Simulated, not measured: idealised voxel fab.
process module | voxel capacitor over wiring
cross-section cut | 190 nm wide | cells 5 nm
A cross-section is a grid of square cells, given in bands from the top down. A band is one or more rows of cells.
Each band's line starts with the height of the band's top and of its bottom, in nm. Then come its materials from left to right, each with its width in nm. One material with "throughout" fills the band from edge to edge. "air" is empty space.
Height 0 is the level under which the wafer as received is all one material. The lowest band goes on downwards, as in "0 down".
A width such as "30 to 40" changes by the same amount from each row of cells to the next, from the band's top row to its bottom row.
"no change" after a step means that no cell of the cross-section changed.
closed voids: empty space of 8 cells or more with no open way to the top, each as width x height at its distance from the left edge, in nm
after a step's settings: what the simulator itself notes on the step
overlay nm, on a step with a mask: how far to the right of its planned place the mask lay; to the left if negative
plan
1 op RECEIVE | material Si
2 op CONFORMAL_DEP | material SiO2 | thk nm 10
3 op CONFORMAL_DEP | material SiN | thk nm 5
4 op DIRECTIONAL_DEP | material SiO2 | thk nm 15
5 op DIRECTIONAL_DEP | material aC | thk nm 10
6 op PATTERN | tone open | mask id METAL_1 | material resist | width nm 30 | pitch nm 80 | thk nm 30 | overlay nm 0
7 op DIRECTIONAL_ETCH | etch materials aC | depth nm 10
8 op STRIP | etch materials resist
9 op DIRECTIONAL_ETCH | etch materials SiO2 | depth nm 15
10 op DIRECTIONAL_ETCH | etch materials SiN | depth nm 5
11 op STRIP | etch materials aC
12 op CONFORMAL_DEP | material TiN | thk nm 5
13 op FILL_DEP | material Ru | thk nm 10
14 op CMP | height nm 30
15 op EPI | material Ru | thk nm 5
16 op FILL_DEP | material SiCN | thk nm 5
17 op DIRECTIONAL_DEP | material SiO2 | thk nm 10
18 op MASKED_ETCH | tone open | mask id PLUG_1 | width nm 15 | etch materials SiO2 | depth nm 10 | overlay nm 0
19 op MASKED_ETCH | tone open | mask id PLUG_1 | width nm 15 | etch materials SiCN | depth nm 5 | overlay nm 0
20 op CONFORMAL_DEP | material TiN | thk nm 5
21 op FILL_DEP | material Cu | thk nm 5
22 op CMP | height nm 50
23 op DIRECTIONAL_DEP | material TiN | thk nm 5
24 op DIRECTIONAL_DEP | material HfO2 | thk nm 5
25 op DIRECTIONAL_DEP | material TiN | thk nm 10
26 op DIRECTIONAL_DEP | material aC | thk nm 15
27 op PATTERN | tone cover | mask id UPPER_PLATE | material resist | width nm 55 | thk nm 30 | overlay nm 0
28 op DIRECTIONAL_ETCH | etch materials aC | depth nm 15
29 op STRIP | etch materials resist
30 op DIRECTIONAL_ETCH | etch materials TiN | depth nm 10
31 op DIRECTIONAL_ETCH | etch materials HfO2 | depth nm 5
32 op STRIP | etch materials aC
33 op PATTERN | tone cover | mask id LOWER_PLATE | material resist | width nm 65 | thk nm 15 | overlay nm 0
34 op DIRECTIONAL_ETCH | etch materials TiN | depth nm 5
35 op STRIP | etch materials resist
36 op FILL_DEP | material SiO2 | thk nm 20
37 op CMP | height nm 85
38 op MASKED_ETCH | tone open | mask id PLUG_2 | width nm 15 | etch materials SiO2 | depth nm 15 | overlay nm 0
39 op CONFORMAL_DEP | material TiN | thk nm 5
40 op FILL_DEP | material W | thk nm 5
41 op CMP | height nm 85
42 op CONFORMAL_DEP | material SiCN | thk nm 5
first wafer, as planned
as received, after step 1
  0 down: Si throughout
  closed voids: none
after step 2
  10 to 0: SiO2 throughout
  below 0: unchanged
after step 3
  15 to 10: SiN throughout
  below 10: unchanged
after step 4
  30 to 15: SiO2 throughout
  below 15: unchanged
after step 5
  40 to 30: aC throughout
  below 30: unchanged
after step 6
  70 to 40: resist 40 | air 30 | resist 50 | air 30 | resist 40
  below 40: unchanged
after step 7
  60 to 40: resist 40 | air 30 | resist 50 | air 30 | resist 40
  40 to 30: aC 40 | air 30 | aC 50 | air 30 | aC 40
  below 30: unchanged
after step 8
  40 to 30: aC 40 | air 30 | aC 50 | air 30 | aC 40
  below 30: unchanged
after step 9
  40 to 30: aC 40 | air 30 | aC 50 | air 30 | aC 40
  30 to 15: SiO2 40 | air 30 | SiO2 50 | air 30 | SiO2 40
  below 15: unchanged
after step 10
  40 to 30: aC 40 | air 30 | aC 50 | air 30 | aC 40
  30 to 15: SiO2 40 | air 30 | SiO2 50 | air 30 | SiO2 40
  15 to 10: SiN 40 | air 30 | SiN 50 | air 30 | SiN 40
  below 10: unchanged
after step 11
  30 to 15: SiO2 40 | air 30 | SiO2 50 | air 30 | SiO2 40
  below 15: unchanged
after step 12
  35 to 30: TiN 45 | air 20 | TiN 60 | air 20 | TiN 45
  30 to 15: SiO2 40 | TiN 5 | air 20 | TiN 5 | SiO2 50 | TiN 5 | air 20 | TiN 5 | SiO2 40
  15 to 10: SiN 40 | TiN 30 | SiN 50 | TiN 30 | SiN 40
  below 10: unchanged
after step 13
  45 to 35: Ru throughout
  35 to 30: TiN 45 | Ru 20 | TiN 60 | Ru 20 | TiN 45
  30 to 15: SiO2 40 | TiN 5 | Ru 20 | TiN 5 | SiO2 50 | TiN 5 | Ru 20 | TiN 5 | SiO2 40
  below 15: unchanged
after step 14
  30 to 15: SiO2 40 | TiN 5 | Ru 20 | TiN 5 | SiO2 50 | TiN 5 | Ru 20 | TiN 5 | SiO2 40
  below 15: unchanged
after step 15
  35 to 30: air 35 | Ru 40 | air 40 | Ru 40 | air 35
  below 30: unchanged
after step 16
  40 to 35: SiCN throughout
  35 to 30: SiCN 35 | Ru 40 | SiCN 40 | Ru 40 | SiCN 35
  below 30: unchanged
after step 17
  50 to 40: SiO2 throughout
  below 40: unchanged
after step 18
  50 to 40: SiO2 55 | air 15 | SiO2 120
  below 40: unchanged
after step 19
  50 to 40: SiO2 55 | air 15 | SiO2 120
  40 to 35: SiCN 55 | air 15 | SiCN 120
  below 35: unchanged
after step 20
  55 to 50: TiN 60 | air 5 | TiN 125
  50 to 40: SiO2 55 | TiN 5 | air 5 | TiN 5 | SiO2 120
  40 to 35: SiCN 55 | TiN 15 | SiCN 120
  below 35: unchanged
after step 21
  60 to 55: Cu throughout
  55 to 50: TiN 60 | Cu 5 | TiN 125
  50 to 40: SiO2 55 | TiN 5 | Cu 5 | TiN 5 | SiO2 120
  below 40: unchanged
after step 22
  50 to 40: SiO2 55 | TiN 5 | Cu 5 | TiN 5 | SiO2 120
  below 40: unchanged
after step 23
  55 to 50: TiN throughout
  below 50: unchanged
after step 24
  60 to 55: HfO2 throughout
  below 55: unchanged
after step 25
  70 to 60: TiN throughout
  below 60: unchanged
after step 26
  85 to 70: aC throughout
  below 70: unchanged
after step 27
  115 to 85: air 55 | resist 55 | air 80
  below 85: unchanged
after step 28
  100 to 85: air 55 | resist 55 | air 80
  85 to 70: air 55 | aC 55 | air 80
  below 70: unchanged
after step 29
  85 to 70: air 55 | aC 55 | air 80
  below 70: unchanged
after step 30
  85 to 70: air 55 | aC 55 | air 80
  70 to 60: air 55 | TiN 55 | air 80
  below 60: unchanged
after step 31
  85 to 70: air 55 | aC 55 | air 80
  70 to 60: air 55 | TiN 55 | air 80
  60 to 55: air 55 | HfO2 55 | air 80
  below 55: unchanged
after step 32
  70 to 60: air 55 | TiN 55 | air 80
  below 60: unchanged
after step 33
  85 to 70: air 50 | resist 65 | air 75
  70 to 60: air 50 | resist 5 | TiN 55 | resist 5 | air 75
  60 to 55: air 50 | resist 5 | HfO2 55 | resist 5 | air 75
  below 55: unchanged
after step 34
  85 to 70: air 50 | resist 65 | air 75
  70 to 60: air 50 | resist 5 | TiN 55 | resist 5 | air 75
  60 to 55: air 50 | resist 5 | HfO2 55 | resist 5 | air 75
  55 to 50: air 50 | TiN 65 | air 75
  below 50: unchanged
after step 35
  70 to 60: air 55 | TiN 55 | air 80
  60 to 55: air 55 | HfO2 55 | air 80
  below 55: unchanged
after step 36
  90 to 70: SiO2 throughout
  70 to 60: SiO2 55 | TiN 55 | SiO2 80
  60 to 55: SiO2 55 | HfO2 55 | SiO2 80
  55 to 50: SiO2 50 | TiN 65 | SiO2 75
  below 50: unchanged
after step 37
  85 to 70: SiO2 throughout
  below 70: unchanged
after step 38
  85 to 70: SiO2 65 | air 15 | SiO2 110
  below 70: unchanged
after step 39
  90 to 85: TiN 70 | air 5 | TiN 115
  85 to 75: SiO2 65 | TiN 5 | air 5 | TiN 5 | SiO2 110
  75 to 70: SiO2 65 | TiN 15 | SiO2 110
  below 70: unchanged
after step 40
  95 to 90: W throughout
  90 to 85: TiN 70 | W 5 | TiN 115
  85 to 75: SiO2 65 | TiN 5 | W 5 | TiN 5 | SiO2 110
  below 75: unchanged
after step 41
  85 to 75: SiO2 65 | TiN 5 | W 5 | TiN 5 | SiO2 110
  below 75: unchanged
after step 42
  90 to 85: SiCN throughout
  below 85: unchanged
second wafer: like start, like plan, one mistake. Through step 32 it matches the first wafer
when step 33 should have ended
  85 to 70: air 55 | resist 55 | air 80
  below 70: unchanged
when step 34 should have ended
  85 to 70: air 55 | resist 55 | air 80
  70 to 60: air 55 | TiN 55 | air 80
  60 to 55: air 55 | HfO2 55 | air 80
  55 to 50: air 55 | TiN 55 | air 80
  below 50: unchanged
when step 35 should have ended
  70 to 60: air 55 | TiN 55 | air 80
  below 60: unchanged
when step 36 should have ended
  90 to 70: SiO2 throughout
  70 to 60: SiO2 55 | TiN 55 | SiO2 80
  60 to 55: SiO2 55 | HfO2 55 | SiO2 80
  55 to 50: SiO2 55 | TiN 55 | SiO2 80
  below 50: unchanged
when step 37 should have ended
  85 to 70: SiO2 throughout
  below 70: unchanged
when step 38 should have ended
  85 to 70: SiO2 65 | air 15 | SiO2 110
  below 70: unchanged
when step 39 should have ended
  90 to 85: TiN 70 | air 5 | TiN 115
  85 to 75: SiO2 65 | TiN 5 | air 5 | TiN 5 | SiO2 110
  75 to 70: SiO2 65 | TiN 15 | SiO2 110
  below 70: unchanged
when step 40 should have ended
  95 to 90: W throughout
  90 to 85: TiN 70 | W 5 | TiN 115
  85 to 75: SiO2 65 | TiN 5 | W 5 | TiN 5 | SiO2 110
  below 75: unchanged
when step 41 should have ended
  85 to 75: SiO2 65 | TiN 5 | W 5 | TiN 5 | SiO2 110
  below 75: unchanged
when step 42 should have ended
  90 to 85: SiCN throughout
  below 85: unchanged
what went wrong: step 33 ran as: op PATTERN | tone cover | mask id LOWER_PLATE | material resist | width nm 55 | thk nm 15 | overlay nm 0
at the end the second wafer has, in cells: 2 more of SiO2 | 2 fewer of TiN
